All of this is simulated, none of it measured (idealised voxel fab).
process module | voxel wiring stack
Cross-section cut spans 270 nm and uses square cells 5 nm in size.
Heads up, the way a cross-section reads in here is a grid of square cells, handed over as bands from the top down, with every band being one or more rows of cells.
Basically the band line says how high the top is and how high the bottom is, in nm, and then what's in it from left to right, every material with its width in nm. Empty space shows up as "empty", and if a single material carries "full width" it runs the full band edge to edge.
Height 0 is the level under which the wafer as received is all one material. The lowest band goes on downwards, as in "0 and below".
It should be noted that a width expressed as "30 to 40" varies in equal increments from row to row of cells within the band, taking the value of the first number at the top row and that of the second number at the bottom row.
No cell of the cross-section changed in a step that is given as "nothing was modified".
Any empty space of 8 cells or more lacking an open way to the top shows up in "Completely enclosed voids" as width x height at distance, distance from the left edge, in nm.
What comes after the settings on a step's line is commentary from the simulator itself on that step.
A step line may carry the setting "overlay nm", which, for steps involving a mask, states the distance by which the mask lay to the right of its intended position; negative values denote displacement to the left.

### Steps in the process plan
step 1: RECEIVE | material Si
step 2: CONFORMAL_DEP | material SiO2 | thk nm 10
step 3: DIRECTIONAL_DEP | material TiN | thk nm 5
step 4: DIRECTIONAL_DEP | material W | thk nm 25
step 5: DIRECTIONAL_DEP | material aC | thk nm 15
step 6: PATTERN | tone cover | mask id METAL_1 | material resist | width nm 25 | pitch nm 45 | thk nm 30 | overlay nm 0
step 7: DIRECTIONAL_ETCH | etch materials aC | depth nm 15
step 8: STRIP | etch materials resist
step 9: DIRECTIONAL_ETCH | etch materials W | depth nm 25
step 10: DIRECTIONAL_ETCH | etch materials TiN | depth nm 5
step 11: STRIP | etch materials aC
step 12: FILL_DEP | material lowk | thk nm 10
step 13: CMP | height nm 40
step 14: CONFORMAL_DEP | material SiCN | thk nm 5
step 15: DIRECTIONAL_DEP | material SiO2 | thk nm 10
step 16: DIRECTIONAL_DEP | material aC | thk nm 10
step 17: PATTERN | tone open | mask id PLUG_1 | material resist | width nm 15 | thk nm 25 | overlay nm 0
step 18: DIRECTIONAL_ETCH | etch materials aC | depth nm 10
step 19: STRIP | etch materials resist
step 20: DIRECTIONAL_ETCH | etch materials SiO2 | depth nm 10
step 21: DIRECTIONAL_ETCH | etch materials SiCN | depth nm 5
step 22: STRIP | etch materials aC
step 23: EPI | material Ru | thk nm 10
step 24: EPI | material Ru | thk nm 5
step 25: CONFORMAL_DEP | material SiN | thk nm 5
step 26: DIRECTIONAL_DEP | material lowk | thk nm 25
step 27: DIRECTIONAL_DEP | material aC | thk nm 15
step 28: PATTERN | tone open | mask id METAL_2 | material resist | width nm 25 | pitch nm 45 | thk nm 30 | overlay nm 0
step 29: DIRECTIONAL_ETCH | etch materials aC | depth nm 15
step 30: STRIP | etch materials resist
step 31: DIRECTIONAL_ETCH | etch materials lowk | depth nm 25
step 32: DIRECTIONAL_ETCH | etch materials SiN | depth nm 5
step 33: STRIP | etch materials aC
step 34: CONFORMAL_DEP | material TiN | thk nm 5
step 35: FILL_DEP | material Ru | thk nm 5
step 36: CMP | height nm 85
step 37: CONFORMAL_DEP | material SiN | thk nm 5

### As-received state of the wafer in cross-section, equivalent to post-step 1
    0 and below = Si full width
    Completely enclosed voids: none

### End-of-module cross-section. Starting structure and process plan as above; one mistake made in running it
    90 down to 85 = SiN full width
    85 down to 80 = 105 TiN, then 15 Ru, then 30 TiN, then 15 Ru, then 105 TiN
    80 down to 60 = 100 lowk, then 5 TiN, then 15 Ru, then 5 TiN, then 20 lowk, then 5 TiN, then 15 Ru, then 5 TiN, then 100 lowk
    60 down to 55 = 100 lowk, then 25 TiN, then 20 lowk, then 25 TiN, then 100 lowk
    55 down to 45 = 100 SiO2, then 15 Ru, then 155 SiO2
    45 down to 40 = 100 SiCN, then 15 Ru, then 155 SiCN
    40 down to 15 = 100 lowk, then 25 W, then 20 lowk, then 25 W, then 100 lowk
    15 down to 10 = 100 lowk, then 25 TiN, then 20 lowk, then 25 TiN, then 100 lowk
    10 down to 0 = SiO2 full width
    0 and below = Si full width
    Completely enclosed voids: none
Here's what went sideways: it should be noted that step 25 of the plan was omitted and was not performed
